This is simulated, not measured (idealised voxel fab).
The process module presented herein is designated voxel self aligned vias.
Cross-section cut spans 275 nm and uses square cells 5 nm in size.
Square cells in a grid make up a cross-section in this document, and the grid is given as bands, listed from the top down, each one or more rows of cells. Read a band's entry like this: the first values are the height of its top and the height of its bottom in nm, and what follows is the sequence of materials from left to right, each with its width in nm. Note that "empty" is empty space, and that a single material marked "edge to edge" reaches across the band from edge to edge. Below 0: as-received wafer, all one material; heights counted from there. Lowest band: no bottom, goes on down, written "top 0, no bottom". So if you see something like "30 to 40" for the width, read it as the top row of the band sitting at the first number and the bottom row at the second, with every row in between moving by the same amount as the last. No cell of the cross-section changed in a step that is given as "nothing different". Any empty space of 8 cells or more lacking an open way to the top shows up in "Trapped cavities" as width x height at distance, distance from the left edge, in nm. That trailing text on a step's line, after the settings, is the simulator's own remark on the step. "overlay nm" on a masked step: distance the mask lay right of its planned place, negative for left.

THE FOLLOWING LIST GIVES THE PLANNED PROCESS STEPS
1) RECEIVE with material Si
2) CONFORMAL_DEP with material SiO2, thk nm 15
3) CONFORMAL_DEP with material SiCN, thk nm 5
4) DIRECTIONAL_DEP with material SiO2, thk nm 20
5) MASKED_ETCH with tone open, mask id LINES, width nm 30, pitch nm 55, etch materials SiO2, depth nm 20, overlay nm 0
6) CONFORMAL_DEP with material TiN, thk nm 5
7) FILL_DEP with material Ru, thk nm 10
8) CMP with height nm 40
9) SELECTIVE_ETCH with etch materials W Ru TiN, depth nm 10
10) FILL_DEP with material SiN, thk nm 10
11) CMP with height nm 40
12) DIRECTIONAL_DEP with material SiO2, thk nm 20
13) PATTERN with tone open, mask id VIAS, material resist, width nm 40, pitch nm 110, thk nm 20, overlay nm 0
14) DIRECTIONAL_ETCH with etch materials SiO2, depth nm 20
15) DIRECTIONAL_ETCH with etch materials SiN, depth nm 10
16) STRIP with etch materials resist
17) CONFORMAL_DEP with material TiN, thk nm 5
18) FILL_DEP with material W, thk nm 5
19) CMP with height nm 60
20) CONFORMAL_DEP with material SiCN, thk nm 5

BELOW: THE FIRST OF TWO WAFERS, RUN AS PLANNED

AS-RECEIVED STATE OF THE WAFER IN CROSS-SECTION, EQUIVALENT TO POST-STEP 1
> top 0, no bottom  Si edge to edge
> Trapped cavities: none

ONCE STEP 2 IS THROUGH, THE WAFER LOOKS LIKE THIS IN CROSS-SECTION
> top 15, bottom 0  SiO2 edge to edge
> Everything under 0 stays put, no change at all.

ONCE STEP 3 IS THROUGH, THE WAFER LOOKS LIKE THIS IN CROSS-SECTION
> top 20, bottom 15  SiCN edge to edge
> Everything under 15 stays put, no change at all.

ONCE STEP 4 IS THROUGH, THE WAFER LOOKS LIKE THIS IN CROSS-SECTION
> top 40, bottom 20  SiO2 edge to edge
> Everything under 20 stays put, no change at all.

ONCE STEP 5 IS THROUGH, THE WAFER LOOKS LIKE THIS IN CROSS-SECTION
> top 40, bottom 20  SiO2: 65, empty: 30, SiO2: 25, empty: 30, SiO2: 25, empty: 30, SiO2: 70
> Everything under 20 stays put, no change at all.

ONCE STEP 6 IS THROUGH, THE WAFER LOOKS LIKE THIS IN CROSS-SECTION
> top 45, bottom 40  TiN: 70, empty: 20, TiN: 35, empty: 20, TiN: 35, empty: 20, TiN: 75
> top 40, bottom 25  SiO2: 65, TiN: 5, empty: 20, TiN: 5, SiO2: 25, TiN: 5, empty: 20, TiN: 5, SiO2: 25, TiN: 5, empty: 20, TiN: 5, SiO2: 70
> top 25, bottom 20  SiO2: 65, TiN: 30, SiO2: 25, TiN: 30, SiO2: 25, TiN: 30, SiO2: 70
> Everything under 20 stays put, no change at all.

ONCE STEP 7 IS THROUGH, THE WAFER LOOKS LIKE THIS IN CROSS-SECTION
> top 55, bottom 45  Ru edge to edge
> top 45, bottom 40  TiN: 70, Ru: 20, TiN: 35, Ru: 20, TiN: 35, Ru: 20, TiN: 75
> top 40, bottom 25  SiO2: 65, TiN: 5, Ru: 20, TiN: 5, SiO2: 25, TiN: 5, Ru: 20, TiN: 5, SiO2: 25, TiN: 5, Ru: 20, TiN: 5, SiO2: 70
> Everything under 25 stays put, no change at all.

ONCE STEP 8 IS THROUGH, THE WAFER LOOKS LIKE THIS IN CROSS-SECTION
> top 40, bottom 25  SiO2: 65, TiN: 5, Ru: 20, TiN: 5, SiO2: 25, TiN: 5, Ru: 20, TiN: 5, SiO2: 25, TiN: 5, Ru: 20, TiN: 5, SiO2: 70
> Everything under 25 stays put, no change at all.

ONCE STEP 9 IS THROUGH, THE WAFER LOOKS LIKE THIS IN CROSS-SECTION
> top 40, bottom 30  SiO2: 65, empty: 30, SiO2: 25, empty: 30, SiO2: 25, empty: 30, SiO2: 70
> Everything under 30 stays put, no change at all.

ONCE STEP 10 IS THROUGH, THE WAFER LOOKS LIKE THIS IN CROSS-SECTION
> top 50, bottom 40  SiN edge to edge
> top 40, bottom 30  SiO2: 65, SiN: 30, SiO2: 25, SiN: 30, SiO2: 25, SiN: 30, SiO2: 70
> Everything under 30 stays put, no change at all.

ONCE STEP 11 IS THROUGH, THE WAFER LOOKS LIKE THIS IN CROSS-SECTION
> top 40, bottom 30  SiO2: 65, SiN: 30, SiO2: 25, SiN: 30, SiO2: 25, SiN: 30, SiO2: 70
> Everything under 30 stays put, no change at all.

ONCE STEP 12 IS THROUGH, THE WAFER LOOKS LIKE THIS IN CROSS-SECTION
> top 60, bottom 40  SiO2 edge to edge
> Everything under 40 stays put, no change at all.

ONCE STEP 13 IS THROUGH, THE WAFER LOOKS LIKE THIS IN CROSS-SECTION
> top 80, bottom 60  resist: 60, empty: 40, resist: 70, empty: 40, resist: 65
> Everything under 60 stays put, no change at all.

ONCE STEP 14 IS THROUGH, THE WAFER LOOKS LIKE THIS IN CROSS-SECTION
> top 80, bottom 60  resist: 60, empty: 40, resist: 70, empty: 40, resist: 65
> top 60, bottom 40  SiO2: 60, empty: 40, SiO2: 70, empty: 40, SiO2: 65
> Everything under 40 stays put, no change at all.

ONCE STEP 15 IS THROUGH, THE WAFER LOOKS LIKE THIS IN CROSS-SECTION
> top 80, bottom 60  resist: 60, empty: 40, resist: 70, empty: 40, resist: 65
> top 60, bottom 40  SiO2: 60, empty: 40, SiO2: 70, empty: 40, SiO2: 65
> top 40, bottom 30  SiO2: 65, empty: 30, SiO2: 25, SiN: 30, SiO2: 25, empty: 30, SiO2: 70
> Everything under 30 stays put, no change at all.

ONCE STEP 16 IS THROUGH, THE WAFER LOOKS LIKE THIS IN CROSS-SECTION
> top 60, bottom 40  SiO2: 60, empty: 40, SiO2: 70, empty: 40, SiO2: 65
> Everything under 40 stays put, no change at all.

ONCE STEP 17 IS THROUGH, THE WAFER LOOKS LIKE THIS IN CROSS-SECTION
> top 65, bottom 60  TiN: 65, empty: 30, TiN: 80, empty: 30, TiN: 70
> top 60, bottom 45  SiO2: 60, TiN: 5, empty: 30, TiN: 5, SiO2: 70, TiN: 5, empty: 30, TiN: 5, SiO2: 65
> top 45, bottom 40  SiO2: 60, TiN: 10, empty: 20, TiN: 10, SiO2: 70, TiN: 10, empty: 20, TiN: 10, SiO2: 65
> top 40, bottom 35  SiO2: 65, TiN: 5, empty: 20, TiN: 5, SiO2: 25, SiN: 30, SiO2: 25, TiN: 5, empty: 20, TiN: 5, SiO2: 70
> top 35, bottom 30  SiO2: 65, TiN: 30, SiO2: 25, SiN: 30, SiO2: 25, TiN: 30, SiO2: 70
> Everything under 30 stays put, no change at all.

ONCE STEP 18 IS THROUGH, THE WAFER LOOKS LIKE THIS IN CROSS-SECTION
> top 70, bottom 65  W edge to edge
> top 65, bottom 60  TiN: 65, W: 30, TiN: 80, W: 30, TiN: 70
> top 60, bottom 45  SiO2: 60, TiN: 5, W: 30, TiN: 5, SiO2: 70, TiN: 5, W: 30, TiN: 5, SiO2: 65
> top 45, bottom 40  SiO2: 60, TiN: 10, W: 20, TiN: 10, SiO2: 70, TiN: 10, W: 20, TiN: 10, SiO2: 65
> top 40, bottom 35  SiO2: 65, TiN: 5, W: 20, TiN: 5, SiO2: 25, SiN: 30, SiO2: 25, TiN: 5, W: 20, TiN: 5, SiO2: 70
> Everything under 35 stays put, no change at all.

ONCE STEP 19 IS THROUGH, THE WAFER LOOKS LIKE THIS IN CROSS-SECTION
> top 60, bottom 45  SiO2: 60, TiN: 5, W: 30, TiN: 5, SiO2: 70, TiN: 5, W: 30, TiN: 5, SiO2: 65
> Everything under 45 stays put, no change at all.

ONCE STEP 20 IS THROUGH, THE WAFER LOOKS LIKE THIS IN CROSS-SECTION
> top 65, bottom 60  SiCN edge to edge
> Everything under 60 stays put, no change at all.

NOTES, SECOND WAFER: START = FIRST WAFER'S, PLAN = FIRST WAFER'S, EXECUTION HAD ONE MISTAKE; HISTORY IDENTICAL TO FIRST THROUGH STEP 13

THE SECOND WAFER IN CROSS-SECTION, AT THE PLANNED CLOSE OF STEP 14
> top 80, bottom 60  resist: 60, empty: 40, resist: 70, empty: 40, resist: 65
> top 60, bottom 40  SiO2: 60, empty: 40, SiO2: 70, empty: 40, SiO2: 65
> top 40, bottom 30  SiO2: 60, empty: 5, SiN: 30, empty: 5, SiO2: 20, SiN: 30, SiO2: 20, empty: 5, SiN: 30, empty: 5, SiO2: 65
> top 30, bottom 25  SiO2: 60, empty: 5, TiN: 5, Ru: 20, TiN: 5, empty: 5, SiO2: 20, TiN: 5, Ru: 20, TiN: 5, SiO2: 20, empty: 5, TiN: 5, Ru: 20, TiN: 5, empty: 5, SiO2: 65
> top 25, bottom 20  SiO2: 60, empty: 5, TiN: 30, empty: 5, SiO2: 20, TiN: 30, SiO2: 20, empty: 5, TiN: 30, empty: 5, SiO2: 65
> Everything under 20 stays put, no change at all.

THE SECOND WAFER IN CROSS-SECTION, AT THE PLANNED CLOSE OF STEP 15
> top 80, bottom 60  resist: 60, empty: 40, resist: 70, empty: 40, resist: 65
> top 60, bottom 40  SiO2: 60, empty: 40, SiO2: 70, empty: 40, SiO2: 65
> top 40, bottom 30  SiO2: 60, empty: 40, SiO2: 20, SiN: 30, SiO2: 20, empty: 40, SiO2: 65
> Everything under 30 stays put, no change at all.

THE SECOND WAFER IN CROSS-SECTION, AT THE PLANNED CLOSE OF STEP 16
> top 60, bottom 40  SiO2: 60, empty: 40, SiO2: 70, empty: 40, SiO2: 65
> Everything under 40 stays put, no change at all.

THE SECOND WAFER IN CROSS-SECTION, AT THE PLANNED CLOSE OF STEP 17
> top 65, bottom 60  TiN: 65, empty: 30, TiN: 80, empty: 30, TiN: 70
> top 60, bottom 40  SiO2: 60, TiN: 5, empty: 30, TiN: 5, SiO2: 70, TiN: 5, empty: 30, TiN: 5, SiO2: 65
> top 40, bottom 35  SiO2: 60, TiN: 5, empty: 30, TiN: 5, SiO2: 20, SiN: 30, SiO2: 20, TiN: 5, empty: 30, TiN: 5, SiO2: 65
> top 35, bottom 30  SiO2: 60, TiN: 40, SiO2: 20, SiN: 30, SiO2: 20, TiN: 40, SiO2: 65
> top 30, bottom 25  SiO2: 60, TiN: 10, Ru: 20, TiN: 10, SiO2: 20, TiN: 5, Ru: 20, TiN: 5, SiO2: 20, TiN: 10, Ru: 20, TiN: 10, SiO2: 65
> top 25, bottom 20  SiO2: 60, TiN: 40, SiO2: 20, TiN: 30, SiO2: 20, TiN: 40, SiO2: 65
> Everything under 20 stays put, no change at all.

THE SECOND WAFER IN CROSS-SECTION, AT THE PLANNED CLOSE OF STEP 18
> top 70, bottom 65  W edge to edge
> top 65, bottom 60  TiN: 65, W: 30, TiN: 80, W: 30, TiN: 70
> top 60, bottom 40  SiO2: 60, TiN: 5, W: 30, TiN: 5, SiO2: 70, TiN: 5, W: 30, TiN: 5, SiO2: 65
> top 40, bottom 35  SiO2: 60, TiN: 5, W: 30, TiN: 5, SiO2: 20, SiN: 30, SiO2: 20, TiN: 5, W: 30, TiN: 5, SiO2: 65
> Everything under 35 stays put, no change at all.

THE SECOND WAFER IN CROSS-SECTION, AT THE PLANNED CLOSE OF STEP 19
> top 60, bottom 40  SiO2: 60, TiN: 5, W: 30, TiN: 5, SiO2: 70, TiN: 5, W: 30, TiN: 5, SiO2: 65
> Everything under 40 stays put, no change at all.

THE SECOND WAFER IN CROSS-SECTION, AT THE PLANNED CLOSE OF STEP 20
> top 65, bottom 60  SiCN edge to edge
> Everything under 60 stays put, no change at all.
Deviation from plan: step 14 was run twice
Final difference in cells, second wafer against first, listed per material as more or fewer: -16 SiO2, +8 TiN, +8 W
